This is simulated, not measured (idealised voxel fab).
Process module in this document: voxel trench capacitor
FYI the section here is cut, 290 nm wide, cells are 5 nm squares.
Each cross-section below is a grid of square cells, stated as bands in top-down order, with one or more rows of cells making up each band. This entry defines a band. It first specifies the height of the band's top and the height of its bottom in nm, and then specifies the band's materials from left to right, stating each material with its width in nm. The word "all across" identifies a single material that fills the band from edge to edge, while the word "empty" identifies empty space. Height 0 is the level under which the wafer as received is all one material. The lowest band goes on downwards, as in "top 0, no bottom". When a width is written as two numbers, as in "30->40", the first number is the width in the top row of cells of the band and the second is the width in its bottom row, and the width changes by the same amount from each row to the next. What does "identical to before" mean for a step? It means no cell of the cross-section changed in that step. In "Sealed voids" the enclosed voids are listed, meaning empty spaces of 8 cells or larger without any opening to the top. The form is width x height at distance, distance from the left edge, units nm. Post-settings text on a step line: simulator's own remark regarding the step. overlay nm: on a step with a mask, how far right of its planned place the mask lay; negative means left.

The steps planned for the process are as follows:
| 1 | op RECEIVE | material Si |
| 2 | op CONFORMAL_DEP | material SiN | thk nm 10 |
| 3 | op PATTERN | tone open | mask id TRENCH | material resist | width nm 15 | pitch nm 35 | thk nm 15 | overlay nm 0 |
| 4 | op DIRECTIONAL_ETCH | etch materials SiN | depth nm 10 |
| 5 | op DIRECTIONAL_ETCH | etch materials Si | depth nm 25 |
| 6 | op STRIP | etch materials resist |
| 7 | op CONFORMAL_DEP | material Al2O3 | thk nm 5 |
| 8 | op FILL_DEP | material polySi | thk nm 10 |
| 9 | op CMP | height nm 10 |

First of the two wafers, run per plan:

as received, after step 1:
- top 0, no bottom = Si all across
- Sealed voids: none

Wafer xsec, post step 2:
- top 10, bottom 0 = SiN all across
- For the remainder of the cross-section, below 0, there is no change.

Wafer xsec, post step 3:
- top 25, bottom 10 = resist=100, empty=15, resist=20, empty=15, resist=20, empty=15, resist=105
- For the remainder of the cross-section, below 10, there is no change.

Wafer xsec, post step 4:
- top 25, bottom 10 = resist=100, empty=15, resist=20, empty=15, resist=20, empty=15, resist=105
- top 10, bottom 0 = SiN=100, empty=15, SiN=20, empty=15, SiN=20, empty=15, SiN=105
- For the remainder of the cross-section, below 0, there is no change.

Wafer xsec, post step 5:
- top 25, bottom 10 = resist=100, empty=15, resist=20, empty=15, resist=20, empty=15, resist=105
- top 10, bottom 0 = SiN=100, empty=15, SiN=20, empty=15, SiN=20, empty=15, SiN=105
- top 0, bottom -25 = Si=100, empty=15, Si=20, empty=15, Si=20, empty=15, Si=105
- For the remainder of the cross-section, below -25, there is no change.

Wafer xsec, post step 6:
- top 10, bottom 0 = SiN=100, empty=15, SiN=20, empty=15, SiN=20, empty=15, SiN=105
- For the remainder of the cross-section, below 0, there is no change.

Wafer xsec, post step 7:
- top 15, bottom 10 = Al2O3=105, empty=5, Al2O3=30, empty=5, Al2O3=30, empty=5, Al2O3=110
- top 10, bottom 0 = SiN=100, Al2O3=5, empty=5, Al2O3=5, SiN=20, Al2O3=5, empty=5, Al2O3=5, SiN=20, Al2O3=5, empty=5, Al2O3=5, SiN=105
- top 0, bottom -20 = Si=100, Al2O3=5, empty=5, Al2O3=5, Si=20, Al2O3=5, empty=5, Al2O3=5, Si=20, Al2O3=5, empty=5, Al2O3=5, Si=105
- top -20, bottom -25 = Si=100, Al2O3=15, Si=20, Al2O3=15, Si=20, Al2O3=15, Si=105
- For the remainder of the cross-section, below -25, there is no change.

Wafer xsec, post step 8:
- top 25, bottom 15 = polySi all across
- top 15, bottom 10 = Al2O3=105, polySi=5, Al2O3=30, polySi=5, Al2O3=30, polySi=5, Al2O3=110
- top 10, bottom 0 = SiN=100, Al2O3=5, polySi=5, Al2O3=5, SiN=20, Al2O3=5, polySi=5, Al2O3=5, SiN=20, Al2O3=5, polySi=5, Al2O3=5, SiN=105
- top 0, bottom -20 = Si=100, Al2O3=5, polySi=5, Al2O3=5, Si=20, Al2O3=5, polySi=5, Al2O3=5, Si=20, Al2O3=5, polySi=5, Al2O3=5, Si=105
- For the remainder of the cross-section, below -20, there is no change.

Wafer xsec, post step 9:
- top 10, bottom 0 = SiN=100, Al2O3=5, polySi=5, Al2O3=5, SiN=20, Al2O3=5, polySi=5, Al2O3=5, SiN=20, Al2O3=5, polySi=5, Al2O3=5, SiN=105
- For the remainder of the cross-section, below 0, there is no change.

Here the second wafer is described. Its start and its plan were those of the first wafer. Its run contained one mistake. Up to and including step 4, it did exactly what the first wafer did:

Look at the second wafer in cross-section at the time step 5 ought to have finished:
- top 25, bottom 10 = resist=100, empty=15, resist=20, empty=15, resist=20, empty=15, resist=105
- top 10, bottom 0 = SiN=100, empty=15, SiN=20, empty=15, SiN=20, empty=15, SiN=105
- top 0, bottom -50 = Si=100, empty=15, Si=20, empty=15, Si=20, empty=15, Si=105
- For the remainder of the cross-section, below -50, there is no change.

Look at the second wafer in cross-section at the time step 6 ought to have finished:
- top 10, bottom 0 = SiN=100, empty=15, SiN=20, empty=15, SiN=20, empty=15, SiN=105
- For the remainder of the cross-section, below 0, there is no change.

Look at the second wafer in cross-section at the time step 7 ought to have finished:
- top 15, bottom 10 = Al2O3=105, empty=5, Al2O3=30, empty=5, Al2O3=30, empty=5, Al2O3=110
- top 10, bottom 0 = SiN=100, Al2O3=5, empty=5, Al2O3=5, SiN=20, Al2O3=5, empty=5, Al2O3=5, SiN=20, Al2O3=5, empty=5, Al2O3=5, SiN=105
- top 0, bottom -45 = Si=100, Al2O3=5, empty=5, Al2O3=5, Si=20, Al2O3=5, empty=5, Al2O3=5, Si=20, Al2O3=5, empty=5, Al2O3=5, Si=105
- top -45, bottom -50 = Si=100, Al2O3=15, Si=20, Al2O3=15, Si=20, Al2O3=15, Si=105
- For the remainder of the cross-section, below -50, there is no change.

Look at the second wafer in cross-section at the time step 8 ought to have finished:
- top 25, bottom 15 = polySi all across
- top 15, bottom 10 = Al2O3=105, polySi=5, Al2O3=30, polySi=5, Al2O3=30, polySi=5, Al2O3=110
- top 10, bottom 0 = SiN=100, Al2O3=5, polySi=5, Al2O3=5, SiN=20, Al2O3=5, polySi=5, Al2O3=5, SiN=20, Al2O3=5, polySi=5, Al2O3=5, SiN=105
- top 0, bottom -45 = Si=100, Al2O3=5, polySi=5, Al2O3=5, Si=20, Al2O3=5, polySi=5, Al2O3=5, Si=20, Al2O3=5, polySi=5, Al2O3=5, Si=105
- For the remainder of the cross-section, below -45, there is no change.

Look at the second wafer in cross-section at the time step 9 ought to have finished:
- top 10, bottom 0 = SiN=100, Al2O3=5, polySi=5, Al2O3=5, SiN=20, Al2O3=5, polySi=5, Al2O3=5, SiN=20, Al2O3=5, polySi=5, Al2O3=5, SiN=105
- For the remainder of the cross-section, below 0, there is no change.
In executing the process, a mistake was made relative to the plan: twice, step 5 of the plan was run
Materials where the second wafer ends with more or fewer cells than the first: +30 Al2O3 | -45 Si | +15 polySi
